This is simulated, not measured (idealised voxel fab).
process module | voxel gate over fins
This is section cut - it's 200 nm across, gridded in 5 nm square cells.
Throughout this document, each cross-section is represented as a grid of square cells and is presented as a sequence of bands enumerated from the top downward, where a band comprises one or more rows of cells.
Top, bottom (nm), then materials left to right with widths (nm); lone material tagged "throughout" fills the whole band edge to edge; "air" = empty space.
Height datum 0, below which the as-received substrate wafer is one material. Lowest band open at the bottom, running downward: "0 down".
Width spec "30..40" -> top row of cells at first value, bottom row at second value, equal per-row change in between.
What does "no modifications" mean for a step? It means no cell of the cross-section changed in that step.
Empty spaces counting at least 8 cells and having no open way to the top are listed in "Entrapped voids". The notation width x height at distance is used for each, the distance being from the left edge and all three values in nm.
Past the settings on a step's line: simulator remark, on that step.
Steps that use a mask can have "overlay nm" on their line. It says how far the mask sat to the right of where it was meant to be. Negative means to the left.
In what follows, pairs of cross-sections are presented, each taken before and after one process step, with the after cross-section shown only down to the lowest band that was altered; the step, together with its settings, is stated below the pair. The pairs may stem from different runs of this module on the same starting wafer; accordingly, a pair should be taken as continuing from the one above it solely where its entry headed "Before this step" indicates as much.

## Before this step
* 15 to 10 = 40 nm air, then 35 nm TiN, then 5 nm air, then 35 nm TiN, then 5 nm air, then 35 nm TiN, then 45 nm air
* 10 to 5 = 40 nm air, then 5 nm TiN, then 25 nm TiAl, then 5 nm TiN, then 5 nm air, then 5 nm TiN, then 25 nm TiAl, then 5 nm TiN, then 5 nm air, then 5 nm TiN, then 25 nm TiAl, then 5 nm TiN, then 45 nm air
* 5 to 0 = 40 nm air, then 5 nm TiN, then 5 nm TiAl, then 15 nm HfO2, then 5 nm TiAl, then 5 nm TiN, then 5 nm air, then 5 nm TiN, then 5 nm TiAl, then 15 nm HfO2, then 5 nm TiAl, then 5 nm TiN, then 5 nm air, then 5 nm TiN, then 5 nm TiAl, then 15 nm HfO2, then 5 nm TiAl, then 5 nm TiN, then 45 nm air
* 0 to -5 = 45 nm TiN, then 5 nm TiAl, then 5 nm HfO2, then 5 nm Si, then 5 nm HfO2, then 5 nm TiAl, then 15 nm TiN, then 5 nm TiAl, then 5 nm HfO2, then 5 nm Si, then 5 nm HfO2, then 5 nm TiAl, then 15 nm TiN, then 5 nm TiAl, then 5 nm HfO2, then 5 nm Si, then 5 nm HfO2, then 5 nm TiAl, then 50 nm TiN
* -5 to -10 = 50 nm TiAl, then 5 nm HfO2, then 5 nm Si, then 5 nm HfO2, then 25 nm TiAl, then 5 nm HfO2, then 5 nm Si, then 5 nm HfO2, then 25 nm TiAl, then 5 nm HfO2, then 5 nm Si, then 5 nm HfO2, then 55 nm TiAl
* -10 to -15 = 55 nm HfO2, then 5 nm Si, then 35 nm HfO2, then 5 nm Si, then 35 nm HfO2, then 5 nm Si, then 60 nm HfO2
* -15 to -40 = 55 nm SiO2, then 5 nm Si, then 35 nm SiO2, then 5 nm Si, then 35 nm SiO2, then 5 nm Si, then 60 nm SiO2
* -40 down = Si throughout
* Entrapped voids: none

## Sectional View, Post-Process
* 20 to 10 = 35 nm air, then 125 nm TiN, then 40 nm air
* 10 to 5 = 35 nm air, then 10 nm TiN, then 25 nm TiAl, then 15 nm TiN, then 25 nm TiAl, then 15 nm TiN, then 25 nm TiAl, then 10 nm TiN, then 40 nm air
* 5 to 0 = 45 nm TiN, then 5 nm TiAl, then 15 nm HfO2, then 5 nm TiAl, then 15 nm TiN, then 5 nm TiAl, then 15 nm HfO2, then 5 nm TiAl, then 15 nm TiN, then 5 nm TiAl, then 15 nm HfO2, then 5 nm TiAl, then 50 nm TiN
* Below 0 it's all the same as before, nothing changed down there.
* Entrapped voids: none
Going from the before section above to the after section, the step was op CONFORMAL_DEP | material TiN | thk nm 5

Before this step: The structure entering this step is exactly what the pair just above shows after its step.

## Sectional View, Post-Process
* 30 to 20 = W throughout
* 20 to 10 = 35 nm W, then 125 nm TiN, then 40 nm W
* 10 to 5 = 35 nm W, then 10 nm TiN, then 25 nm TiAl, then 15 nm TiN, then 25 nm TiAl, then 15 nm TiN, then 25 nm TiAl, then 10 nm TiN, then 40 nm W
* Below 5 it's all the same as before, nothing changed down there.
* Entrapped voids: none
Going from the before section above to the after section, the step was op FILL_DEP | material W | thk nm 10

Before this step: The structure entering this step is exactly what the pair just above shows after its step.

## Sectional View, Post-Process
* 25 to 20 = W throughout
* Below 20 it's all the same as before, nothing changed down there.
* Entrapped voids: none
Going from the before section above to the after section, the step was op CMP | height nm 25

Before this step: The structure entering this step is exactly what the pair just above shows after its step.

## Sectional View, Post-Process
* 30 to 25 = SiCN throughout
* Below 25 it's all the same as before, nothing changed down there.
* Entrapped voids: none
Going from the before section above to the after section, the step was op CONFORMAL_DEP | material SiCN | thk nm 5

## Before this step
* 0 to -15 = 55 nm air, then 5 nm Si, then 35 nm air, then 5 nm Si, then 35 nm air, then 5 nm Si, then 60 nm air
* -15 to -40 = 55 nm SiO2, then 5 nm Si, then 35 nm SiO2, then 5 nm Si, then 35 nm SiO2, then 5 nm Si, then 60 nm SiO2
* -40 down = Si throughout
* Entrapped voids: none

## Sectional View, Post-Process
* 15 to 0 = 40 nm air, then 35 nm HfO2, then 5 nm air, then 35 nm HfO2, then 5 nm air, then 35 nm HfO2, then 45 nm air
* 0 to -15 = 55 nm HfO2, then 5 nm Si, then 35 nm HfO2, then 5 nm Si, then 35 nm HfO2, then 5 nm Si, then 60 nm HfO2
* Below -15 it's all the same as before, nothing changed down there.
* Entrapped voids: none
Going from the before section above to the after section, the step was op CONFORMAL_DEP | material HfO2 | thk nm 15

Before this step: The structure entering this step is exactly what the pair just above shows after its step.

## Sectional View, Post-Process
* 20 to 15 = 35 nm air, then 125 nm TiN, then 40 nm air
* 15 to 5 = 35 nm air, then 5 nm TiN, then 35 nm HfO2, then 5 nm TiN, then 35 nm HfO2, then 5 nm TiN, then 35 nm HfO2, then 5 nm TiN, then 40 nm air
* 5 to 0 = 40 nm TiN, then 35 nm HfO2, then 5 nm TiN, then 35 nm HfO2, then 5 nm TiN, then 35 nm HfO2, then 45 nm TiN
* Below 0 it's all the same as before, nothing changed down there.
* Entrapped voids: none
Going from the before section above to the after section, the step was op CONFORMAL_DEP | material TiN | thk nm 5

Before this step: The structure entering this step is exactly what the pair just above shows after its step.

## Sectional View, Post-Process
* 25 to 20 = 30 nm air, then 135 nm TiAl, then 35 nm air
* 20 to 15 = 30 nm air, then 5 nm TiAl, then 125 nm TiN, then 5 nm TiAl, then 35 nm air
* 15 to 10 = 30 nm air, then 5 nm TiAl, then 5 nm TiN, then 35 nm HfO2, then 5 nm TiN, then 35 nm HfO2, then 5 nm TiN, then 35 nm HfO2, then 5 nm TiN, then 5 nm TiAl, then 35 nm air
* 10 to 5 = 35 nm TiAl, then 5 nm TiN, then 35 nm HfO2, then 5 nm TiN, then 35 nm HfO2, then 5 nm TiN, then 35 nm HfO2, then 5 nm TiN, then 40 nm TiAl
* Below 5 it's all the same as before, nothing changed down there.
* Entrapped voids: none
Going from the before section above to the after section, the step was op CONFORMAL_DEP | material TiAl | thk nm 5

Before this step: The structure entering this step is exactly what the pair just above shows after its step.

## Sectional View, Post-Process
* 30 to 25 = 25 nm air, then 145 nm TiN, then 30 nm air
* 25 to 20 = 25 nm air, then 5 nm TiN, then 135 nm TiAl, then 5 nm TiN, then 30 nm air
* 20 to 15 = 25 nm air, then 5 nm TiN, then 5 nm TiAl, then 125 nm TiN, then 5 nm TiAl, then 5 nm TiN, then 30 nm air
* 15 to 10 = 30 nm TiN, then 5 nm TiAl, then 5 nm TiN, then 35 nm HfO2, then 5 nm TiN, then 35 nm HfO2, then 5 nm TiN, then 35 nm HfO2, then 5 nm TiN, then 5 nm TiAl, then 35 nm TiN
* Below 10 it's all the same as before, nothing changed down there.
* Entrapped voids: none
Going from the before section above to the after section, the step was op CONFORMAL_DEP | material TiN | thk nm 5

Before this step: The structure entering this step is exactly what the pair just above shows after its step.

## Sectional View, Post-Process
* 40 to 30 = W throughout
* 30 to 25 = 25 nm W, then 145 nm TiN, then 30 nm W
* 25 to 20 = 25 nm W, then 5 nm TiN, then 135 nm TiAl, then 5 nm TiN, then 30 nm W
* 20 to 15 = 25 nm W, then 5 nm TiN, then 5 nm TiAl, then 125 nm TiN, then 5 nm TiAl, then 5 nm TiN, then 30 nm W
* Below 15 it's all the same as before, nothing changed down there.
* Entrapped voids: none
Going from the before section above to the after section, the step was op FILL_DEP | material W | thk nm 10

Before this step: The structure entering this step is exactly what the pair just above shows after its step.

## Sectional View, Post-Process
* 25 to 20 = 25 nm W, then 5 nm TiN, then 135 nm TiAl, then 5 nm TiN, then 30 nm W
* Below 20 it's all the same as before, nothing changed down there.
* Entrapped voids: none
Going from the before section above to the after section, the step was op CMP | height nm 25

Before this step: The structure entering this step is exactly what the pair just above shows after its step.

## Sectional View, Post-Process
* 30 to 25 = SiCN throughout
* Below 25 it's all the same as before, nothing changed down there.
* Entrapped voids: none
Going from the before section above to the after section, the step was op CONFORMAL_DEP | material SiCN | thk nm 5

## Before this step
* 25 to 10 = aC throughout
* 10 to 0 = SiN throughout
* 0 down = Si throughout
* Entrapped voids: none

## Sectional View, Post-Process
* 60 to 25 = 50 nm air, then 20 nm resist, then 20 nm air, then 20 nm resist, then 20 nm air, then 20 nm resist, then 50 nm air
* Below 25 it's all the same as before, nothing changed down there.
* Entrapped voids: none
Going from the before section above to the after section, the step was op PATTERN | tone cover | mask id FINS | material resist | width nm 20 | pitch nm 40 | thk nm 35 | overlay nm 0

Before this step: The structure entering this step is exactly what the pair just above shows after its step.

## Sectional View, Post-Process
* 45 to 25 = 50 nm air, then 20 nm resist, then 20 nm air, then 20 nm resist, then 20 nm air, then 20 nm resist, then 50 nm air
* 25 to 10 = 50 nm air, then 20 nm aC, then 20 nm air, then 20 nm aC, then 20 nm air, then 20 nm aC, then 50 nm air
* Below 10 it's all the same as before, nothing changed down there.
* Entrapped voids: none
Going from the before section above to the after section, the step was op DIRECTIONAL_ETCH | etch materials aC | depth nm 15

Before this step: The structure entering this step is exactly what the pair just above shows after its step.

## Sectional View, Post-Process
* 25 to 10 = 50 nm air, then 20 nm aC, then 20 nm air, then 20 nm aC, then 20 nm air, then 20 nm aC, then 50 nm air
* Below 10 it's all the same as before, nothing changed down there.
* Entrapped voids: none
Going from the before section above to the after section, the step was op STRIP | etch materials resist

Before this step: The structure entering this step is exactly what the pair just above shows after its step.

## Sectional View, Post-Process
* 25 to 10 = 50 nm air, then 20 nm aC, then 20 nm air, then 20 nm aC, then 20 nm air, then 20 nm aC, then 50 nm air
* 10 to 0 = 50 nm air, then 20 nm SiN, then 20 nm air, then 20 nm SiN, then 20 nm air, then 20 nm SiN, then 50 nm air
* Below 0 it's all the same as before, nothing changed down there.
* Entrapped voids: none
Going from the before section above to the after section, the step was op DIRECTIONAL_ETCH | etch materials SiN | depth nm 10

Before this step: The structure entering this step is exactly what the pair just above shows after its step.

## Sectional View, Post-Process
* 25 to 10 = 50 nm air, then 20 nm aC, then 20 nm air, then 20 nm aC, then 20 nm air, then 20 nm aC, then 50 nm air
* 10 to 0 = 50 nm air, then 20 nm SiN, then 20 nm air, then 20 nm SiN, then 20 nm air, then 20 nm SiN, then 50 nm air
* 0 to -35 = 50 nm air, then 20 nm Si, then 20 nm air, then 20 nm Si, then 20 nm air, then 20 nm Si, then 50 nm air
* Below -35 it's all the same as before, nothing changed down there.
* Entrapped voids: none
Going from the before section above to the after section, the step was op DIRECTIONAL_ETCH | etch materials Si | depth nm 35

Before this step: The structure entering this step is exactly what the pair just above shows after its step.

## Sectional View, Post-Process
* 10 to 0 = 50 nm air, then 20 nm SiN, then 20 nm air, then 20 nm SiN, then 20 nm air, then 20 nm SiN, then 50 nm air
* Below 0 it's all the same as before, nothing changed down there.
* Entrapped voids: none
Going from the before section above to the after section, the step was op STRIP | etch materials aC

Before this step: The structure entering this step is exactly what the pair just above shows after its step.

## Sectional View, Post-Process
* 10 to 0 = 50 nm air, then 20 nm SiN, then 20 nm air, then 20 nm SiN, then 20 nm air, then 20 nm SiN, then 50 nm air
* 0 to -35 = 50 nm air, then 5 nm SiO2, then 10 nm Si, then 5 nm SiO2, then 20 nm air, then 5 nm SiO2, then 10 nm Si, then 5 nm SiO2, then 20 nm air, then 5 nm SiO2, then 10 nm Si, then 5 nm SiO2, then 50 nm air
* -35 to -40 = 55 nm SiO2, then 10 nm Si, then 30 nm SiO2, then 10 nm Si, then 30 nm SiO2, then 10 nm Si, then 55 nm SiO2
* Below -40 it's all the same as before, nothing changed down there.
* Entrapped voids: none
Going from the before section above to the after section, the step was op OXIDIZE | depth nm 5

Before this step: The structure entering this step is exactly what the pair just above shows after its step.

## Sectional View, Post-Process
* 25 to 10 = SiO2 throughout
* 10 to 0 = 50 nm SiO2, then 20 nm SiN, then 20 nm SiO2, then 20 nm SiN, then 20 nm SiO2, then 20 nm SiN, then 50 nm SiO2
* 0 to -40 = 55 nm SiO2, then 10 nm Si, then 30 nm SiO2, then 10 nm Si, then 30 nm SiO2, then 10 nm Si, then 55 nm SiO2
* Below -40 it's all the same as before, nothing changed down there.
* Entrapped voids: none
Going from the before section above to the after section, the step was op FILL_DEP | material SiO2 | thk nm 15

Before this step: The structure entering this step is exactly what the pair just above shows after its step.

## Sectional View, Post-Process
* 10 to 0 = 50 nm SiO2, then 20 nm SiN, then 20 nm SiO2, then 20 nm SiN, then 20 nm SiO2, then 20 nm SiN, then 50 nm SiO2
* Below 0 it's all the same as before, nothing changed down there.
* Entrapped voids: none
Going from the before section above to the after section, the step was op CMP | height nm 10

Before this step: The structure entering this step is exactly what the pair just above shows after its step.

## Sectional View, Post-Process
* 10 to 0 = 50 nm air, then 20 nm SiN, then 20 nm air, then 20 nm SiN, then 20 nm air, then 20 nm SiN, then 50 nm air
* 0 to -15 = 55 nm air, then 10 nm Si, then 30 nm air, then 10 nm Si, then 30 nm air, then 10 nm Si, then 55 nm air
* Below -15 it's all the same as before, nothing changed down there.
* Entrapped voids: none
Going from the before section above to the after section, the step was op SELECTIVE_ETCH | etch materials SiO2 | depth nm 25

Before this step: The structure entering this step is exactly what the pair just above shows after its step.

## Sectional View, Post-Process
* 0 to -15 = 55 nm air, then 10 nm Si, then 30 nm air, then 10 nm Si, then 30 nm air, then 10 nm Si, then 55 nm air
* Below -15 it's all the same as before, nothing changed down there.
* Entrapped voids: none
Going from the before section above to the after section, the step was op STRIP | etch materials SiN

Before this step: The structure entering this step is exactly what the pair just above shows after its step.

## Sectional View, Post-Process
* 5 to 0 = 50 nm air, then 20 nm HfO2, then 20 nm air, then 20 nm HfO2, then 20 nm air, then 20 nm HfO2, then 50 nm air
* 0 to -10 = 50 nm air, then 5 nm HfO2, then 10 nm Si, then 5 nm HfO2, then 20 nm air, then 5 nm HfO2, then 10 nm Si, then 5 nm HfO2, then 20 nm air, then 5 nm HfO2, then 10 nm Si, then 5 nm HfO2, then 50 nm air
* -10 to -15 = 55 nm HfO2, then 10 nm Si, then 30 nm HfO2, then 10 nm Si, then 30 nm HfO2, then 10 nm Si, then 55 nm HfO2
* Below -15 it's all the same as before, nothing changed down there.
* Entrapped voids: none
Going from the before section above to the after section, the step was op CONFORMAL_DEP | material HfO2 | thk nm 5

Before this step: The structure entering this step is exactly what the pair just above shows after its step.

## Sectional View, Post-Process
* 10 to 5 = 45 nm air, then 30 nm TiN, then 10 nm air, then 30 nm TiN, then 10 nm air, then 30 nm TiN, then 45 nm air
* 5 to 0 = 45 nm air, then 5 nm TiN, then 20 nm HfO2, then 5 nm TiN, then 10 nm air, then 5 nm TiN, then 20 nm HfO2, then 5 nm TiN, then 10 nm air, then 5 nm TiN, then 20 nm HfO2, then 5 nm TiN, then 45 nm air
* 0 to -5 = 45 nm air, then 5 nm TiN, then 5 nm HfO2, then 10 nm Si, then 5 nm HfO2, then 5 nm TiN, then 10 nm air, then 5 nm TiN, then 5 nm HfO2, then 10 nm Si, then 5 nm HfO2, then 5 nm TiN, then 10 nm air, then 5 nm TiN, then 5 nm HfO2, then 10 nm Si, then 5 nm HfO2, then 5 nm TiN, then 45 nm air
* -5 to -10 = 50 nm TiN, then 5 nm HfO2, then 10 nm Si, then 5 nm HfO2, then 20 nm TiN, then 5 nm HfO2, then 10 nm Si, then 5 nm HfO2, then 20 nm TiN, then 5 nm HfO2, then 10 nm Si, then 5 nm HfO2, then 50 nm TiN
* Below -10 it's all the same as before, nothing changed down there.
* Entrapped voids: none
Going from the before section above to the after section, the step was op CONFORMAL_DEP | material TiN | thk nm 5

Before this step: The structure entering this step is exactly what the pair just above shows after its step.

## Sectional View, Post-Process
* 15 to 10 = 40 nm air, then 120 nm TiAl, then 40 nm air
* 10 to 5 = 40 nm air, then 5 nm TiAl, then 30 nm TiN, then 10 nm TiAl, then 30 nm TiN, then 10 nm TiAl, then 30 nm TiN, then 5 nm TiAl, then 40 nm air
* 5 to 0 = 40 nm air, then 5 nm TiAl, then 5 nm TiN, then 20 nm HfO2, then 5 nm TiN, then 10 nm TiAl, then 5 nm TiN, then 20 nm HfO2, then 5 nm TiN, then 10 nm TiAl, then 5 nm TiN, then 20 nm HfO2, then 5 nm TiN, then 5 nm TiAl, then 40 nm air
* 0 to -5 = 45 nm TiAl, then 5 nm TiN, then 5 nm HfO2, then 10 nm Si, then 5 nm HfO2, then 5 nm TiN, then 10 nm TiAl, then 5 nm TiN, then 5 nm HfO2, then 10 nm Si, then 5 nm HfO2, then 5 nm TiN, then 10 nm TiAl, then 5 nm TiN, then 5 nm HfO2, then 10 nm Si, then 5 nm HfO2, then 5 nm TiN, then 45 nm TiAl
* Below -5 it's all the same as before, nothing changed down there.
* Entrapped voids: none
Going from the before section above to the after section, the step was op CONFORMAL_DEP | material TiAl | thk nm 5

Before this step: The structure entering this step is exactly what the pair just above shows after its step.

## Sectional View, Post-Process
* 20 to 15 = 35 nm air, then 130 nm TiN, then 35 nm air
* 15 to 10 = 35 nm air, then 5 nm TiN, then 120 nm TiAl, then 5 nm TiN, then 35 nm air
* 10 to 5 = 35 nm air, then 5 nm TiN, then 5 nm TiAl, then 30 nm TiN, then 10 nm TiAl, then 30 nm TiN, then 10 nm TiAl, then 30 nm TiN, then 5 nm TiAl, then 5 nm TiN, then 35 nm air
* 5 to 0 = 40 nm TiN, then 5 nm TiAl, then 5 nm TiN, then 20 nm HfO2, then 5 nm TiN, then 10 nm TiAl, then 5 nm TiN, then 20 nm HfO2, then 5 nm TiN, then 10 nm TiAl, then 5 nm TiN, then 20 nm HfO2, then 5 nm TiN, then 5 nm TiAl, then 40 nm TiN
* Below 0 it's all the same as before, nothing changed down there.
* Entrapped voids: none
Going from the before section above to the after section, the step was op CONFORMAL_DEP | material TiN | thk nm 5

Before this step: The structure entering this step is exactly what the pair just above shows after its step.

## Sectional View, Post-Process
* 30 to 20 = W throughout
* 20 to 15 = 35 nm W, then 130 nm TiN, then 35 nm W
* 15 to 10 = 35 nm W, then 5 nm TiN, then 120 nm TiAl, then 5 nm TiN, then 35 nm W
* 10 to 5 = 35 nm W, then 5 nm TiN, then 5 nm TiAl, then 30 nm TiN, then 10 nm TiAl, then 30 nm TiN, then 10 nm TiAl, then 30 nm TiN, then 5 nm TiAl, then 5 nm TiN, then 35 nm W
* Below 5 it's all the same as before, nothing changed down there.
* Entrapped voids: none
Going from the before section above to the after section, the step was op FILL_DEP | material W | thk nm 10

Before this step: The structure entering this step is exactly what the pair just above shows after its step.

## Sectional View, Post-Process
* 25 to 20 = W throughout
* Below 20 it's all the same as before, nothing changed down there.
* Entrapped voids: none
Going from the before section above to the after section, the step was op CMP | height nm 25

Before this step: The structure entering this step is exactly what the pair just above shows after its step.

## Sectional View, Post-Process
* 30 to 25 = SiCN throughout
* Below 25 it's all the same as before, nothing changed down there.
* Entrapped voids: none
Going from the before section above to the after section, the step was op CONFORMAL_DEP | material SiCN | thk nm 5

## Before this step
* 25 to 10 = aC throughout
* 10 to 0 = SiN throughout
* 0 down = Si throughout
* Entrapped voids: none

## Sectional View, Post-Process
* 60 to 25 = 55 nm air, then 15 nm resist, then 25 nm air, then 15 nm resist, then 25 nm air, then 15 nm resist, then 50 nm air
* Below 25 it's all the same as before, nothing changed down there.
* Entrapped voids: none
Going from the before section above to the after section, the step was op PATTERN | tone cover | mask id FINS | material resist | width nm 15 | pitch nm 40 | thk nm 35 | overlay nm 5

Before this step: The structure entering this step is exactly what the pair just above shows after its step.

## Sectional View, Post-Process
* 45 to 25 = 55 nm air, then 15 nm resist, then 25 nm air, then 15 nm resist, then 25 nm air, then 15 nm resist, then 50 nm air
* 25 to 10 = 55 nm air, then 15 nm aC, then 25 nm air, then 15 nm aC, then 25 nm air, then 15 nm aC, then 50 nm air
* Below 10 it's all the same as before, nothing changed down there.
* Entrapped voids: none
Going from the before section above to the after section, the step was op DIRECTIONAL_ETCH | etch materials aC | depth nm 15

Before this step: The structure entering this step is exactly what the pair just above shows after its step.

## Sectional View, Post-Process
* 25 to 10 = 55 nm air, then 15 nm aC, then 25 nm air, then 15 nm aC, then 25 nm air, then 15 nm aC, then 50 nm air
* Below 10 it's all the same as before, nothing changed down there.
* Entrapped voids: none
Going from the before section above to the after section, the step was op STRIP | etch materials resist

Before this step: The structure entering this step is exactly what the pair just above shows after its step.

## Sectional View, Post-Process
* 25 to 10 = 55 nm air, then 15 nm aC, then 25 nm air, then 15 nm aC, then 25 nm air, then 15 nm aC, then 50 nm air
* 10 to 0 = 55 nm air, then 15 nm SiN, then 25 nm air, then 15 nm SiN, then 25 nm air, then 15 nm SiN, then 50 nm air
* Below 0 it's all the same as before, nothing changed down there.
* Entrapped voids: none
Going from the before section above to the after section, the step was op DIRECTIONAL_ETCH | etch materials SiN | depth nm 10

Before this step: The structure entering this step is exactly what the pair just above shows after its step.

## Sectional View, Post-Process
* 25 to 10 = 55 nm air, then 15 nm aC, then 25 nm air, then 15 nm aC, then 25 nm air, then 15 nm aC, then 50 nm air
* 10 to 0 = 55 nm air, then 15 nm SiN, then 25 nm air, then 15 nm SiN, then 25 nm air, then 15 nm SiN, then 50 nm air
* 0 to -35 = 55 nm air, then 15 nm Si, then 25 nm air, then 15 nm Si, then 25 nm air, then 15 nm Si, then 50 nm air
* Below -35 it's all the same as before, nothing changed down there.
* Entrapped voids: none
Going from the before section above to the after section, the step was op DIRECTIONAL_ETCH | etch materials Si | depth nm 35

Before this step: The structure entering this step is exactly what the pair just above shows after its step.

## Sectional View, Post-Process
* 10 to 0 = 55 nm air, then 15 nm SiN, then 25 nm air, then 15 nm SiN, then 25 nm air, then 15 nm SiN, then 50 nm air
* Below 0 it's all the same as before, nothing changed down there.
* Entrapped voids: none
Going from the before section above to the after section, the step was op STRIP | etch materials aC

Before this step: The structure entering this step is exactly what the pair just above shows after its step.

## Sectional View, Post-Process
* 10 to 0 = 55 nm air, then 15 nm SiN, then 25 nm air, then 15 nm SiN, then 25 nm air, then 15 nm SiN, then 50 nm air
* 0 to -35 = 55 nm air, then 5 nm SiO2, then 5 nm Si, then 5 nm SiO2, then 25 nm air, then 5 nm SiO2, then 5 nm Si, then 5 nm SiO2, then 25 nm air, then 5 nm SiO2, then 5 nm Si, then 5 nm SiO2, then 50 nm air
* -35 to -40 = 60 nm SiO2, then 5 nm Si, then 35 nm SiO2, then 5 nm Si, then 35 nm SiO2, then 5 nm Si, then 55 nm SiO2
* Below -40 it's all the same as before, nothing changed down there.
* Entrapped voids: none
Going from the before section above to the after section, the step was op OXIDIZE | depth nm 5

Before this step: The structure entering this step is exactly what the pair just above shows after its step.

## Sectional View, Post-Process
* 25 to 10 = SiO2 throughout
* 10 to 0 = 55 nm SiO2, then 15 nm SiN, then 25 nm SiO2, then 15 nm SiN, then 25 nm SiO2, then 15 nm SiN, then 50 nm SiO2
* 0 to -40 = 60 nm SiO2, then 5 nm Si, then 35 nm SiO2, then 5 nm Si, then 35 nm SiO2, then 5 nm Si, then 55 nm SiO2
* Below -40 it's all the same as before, nothing changed down there.
* Entrapped voids: none
Going from the before section above to the after section, the step was op FILL_DEP | material SiO2 | thk nm 15

Before this step: The structure entering this step is exactly what the pair just above shows after its step.

## Sectional View, Post-Process
* 10 to 0 = 55 nm SiO2, then 15 nm SiN, then 25 nm SiO2, then 15 nm SiN, then 25 nm SiO2, then 15 nm SiN, then 50 nm SiO2
* Below 0 it's all the same as before, nothing changed down there.
* Entrapped voids: none
Going from the before section above to the after section, the step was op CMP | height nm 10

Before this step: The structure entering this step is exactly what the pair just above shows after its step.

## Sectional View, Post-Process
* 10 to 0 = 55 nm air, then 15 nm SiN, then 25 nm air, then 15 nm SiN, then 25 nm air, then 15 nm SiN, then 50 nm air
* 0 to -15 = 60 nm air, then 5 nm Si, then 35 nm air, then 5 nm Si, then 35 nm air, then 5 nm Si, then 55 nm air
* Below -15 it's all the same as before, nothing changed down there.
* Entrapped voids: none
Going from the before section above to the after section, the step was op SELECTIVE_ETCH | etch materials SiO2 | depth nm 25

Before this step: The structure entering this step is exactly what the pair just above shows after its step.

## Sectional View, Post-Process
* 0 to -15 = 60 nm air, then 5 nm Si, then 35 nm air, then 5 nm Si, then 35 nm air, then 5 nm Si, then 55 nm air
* Below -15 it's all the same as before, nothing changed down there.
* Entrapped voids: none
Going from the before section above to the after section, the step was op STRIP | etch materials SiN

Before this step: The structure entering this step is exactly what the pair just above shows after its step.

## Sectional View, Post-Process
* 5 to 0 = 55 nm air, then 15 nm HfO2, then 25 nm air, then 15 nm HfO2, then 25 nm air, then 15 nm HfO2, then 50 nm air
* 0 to -10 = 55 nm air, then 5 nm HfO2, then 5 nm Si, then 5 nm HfO2, then 25 nm air, then 5 nm HfO2, then 5 nm Si, then 5 nm HfO2, then 25 nm air, then 5 nm HfO2, then 5 nm Si, then 5 nm HfO2, then 50 nm air
* -10 to -15 = 60 nm HfO2, then 5 nm Si, then 35 nm HfO2, then 5 nm Si, then 35 nm HfO2, then 5 nm Si, then 55 nm HfO2
* Below -15 it's all the same as before, nothing changed down there.
* Entrapped voids: none
Going from the before section above to the after section, the step was op CONFORMAL_DEP | material HfO2 | thk nm 5

Before this step: The structure entering this step is exactly what the pair just above shows after its step.

## Sectional View, Post-Process
* 10 to 5 = 50 nm air, then 25 nm TiN, then 15 nm air, then 25 nm TiN, then 15 nm air, then 25 nm TiN, then 45 nm air
* 5 to 0 = 50 nm air, then 5 nm TiN, then 15 nm HfO2, then 5 nm TiN, then 15 nm air, then 5 nm TiN, then 15 nm HfO2, then 5 nm TiN, then 15 nm air, then 5 nm TiN, then 15 nm HfO2, then 5 nm TiN, then 45 nm air
* 0 to -5 = 50 nm air, then 5 nm TiN, then 5 nm HfO2, then 5 nm Si, then 5 nm HfO2, then 5 nm TiN, then 15 nm air, then 5 nm TiN, then 5 nm HfO2, then 5 nm Si, then 5 nm HfO2, then 5 nm TiN, then 15 nm air, then 5 nm TiN, then 5 nm HfO2, then 5 nm Si, then 5 nm HfO2, then 5 nm TiN, then 45 nm air
* -5 to -10 = 55 nm TiN, then 5 nm HfO2, then 5 nm Si, then 5 nm HfO2, then 25 nm TiN, then 5 nm HfO2, then 5 nm Si, then 5 nm HfO2, then 25 nm TiN, then 5 nm HfO2, then 5 nm Si, then 5 nm HfO2, then 50 nm TiN
* Below -10 it's all the same as before, nothing changed down there.
* Entrapped voids: none
Going from the before section above to the after section, the step was op CONFORMAL_DEP | material TiN | thk nm 5

Before this step: The structure entering this step is exactly what the pair just above shows after its step.

## Sectional View, Post-Process
* 15 to 10 = 45 nm air, then 35 nm TiAl, then 5 nm air, then 35 nm TiAl, then 5 nm air, then 35 nm TiAl, then 40 nm air
* 10 to 5 = 45 nm air, then 5 nm TiAl, then 25 nm TiN, then 5 nm TiAl, then 5 nm air, then 5 nm TiAl, then 25 nm TiN, then 5 nm TiAl, then 5 nm air, then 5 nm TiAl, then 25 nm TiN, then 5 nm TiAl, then 40 nm air
* 5 to 0 = 45 nm air, then 5 nm TiAl, then 5 nm TiN, then 15 nm HfO2, then 5 nm TiN, then 5 nm TiAl, then 5 nm air, then 5 nm TiAl, then 5 nm TiN, then 15 nm HfO2, then 5 nm TiN, then 5 nm TiAl, then 5 nm air, then 5 nm TiAl, then 5 nm TiN, then 15 nm HfO2, then 5 nm TiN, then 5 nm TiAl, then 40 nm air
* 0 to -5 = 50 nm TiAl, then 5 nm TiN, then 5 nm HfO2, then 5 nm Si, then 5 nm HfO2, then 5 nm TiN, then 15 nm TiAl, then 5 nm TiN, then 5 nm HfO2, then 5 nm Si, then 5 nm HfO2, then 5 nm TiN, then 15 nm TiAl, then 5 nm TiN, then 5 nm HfO2, then 5 nm Si, then 5 nm HfO2, then 5 nm TiN, then 45 nm TiAl
* Below -5 it's all the same as before, nothing changed down there.
* Entrapped voids: none
Going from the before section above to the after section, the step was op CONFORMAL_DEP | material TiAl | thk nm 5

Before this step: The structure entering this step is exactly what the pair just above shows after its step.

## Sectional View, Post-Process
* 20 to 15 = 40 nm air, then 125 nm TiN, then 35 nm air
* 15 to 10 = 40 nm air, then 5 nm TiN, then 35 nm TiAl, then 5 nm TiN, then 35 nm TiAl, then 5 nm TiN, then 35 nm TiAl, then 5 nm TiN, then 35 nm air
* 10 to 5 = 40 nm air, then 5 nm TiN, then 5 nm TiAl, then 25 nm TiN, then 5 nm TiAl, then 5 nm TiN, then 5 nm TiAl, then 25 nm TiN, then 5 nm TiAl, then 5 nm TiN, then 5 nm TiAl, then 25 nm TiN, then 5 nm TiAl, then 5 nm TiN, then 35 nm air
* 5 to 0 = 45 nm TiN, then 5 nm TiAl, then 5 nm TiN, then 15 nm HfO2, then 5 nm TiN, then 5 nm TiAl, then 5 nm TiN, then 5 nm TiAl, then 5 nm TiN, then 15 nm HfO2, then 5 nm TiN, then 5 nm TiAl, then 5 nm TiN, then 5 nm TiAl, then 5 nm TiN, then 15 nm HfO2, then 5 nm TiN, then 5 nm TiAl, then 40 nm TiN
* Below 0 it's all the same as before, nothing changed down there.
* Entrapped voids: none
Going from the before section above to the after section, the step was op CONFORMAL_DEP | material TiN | thk nm 5
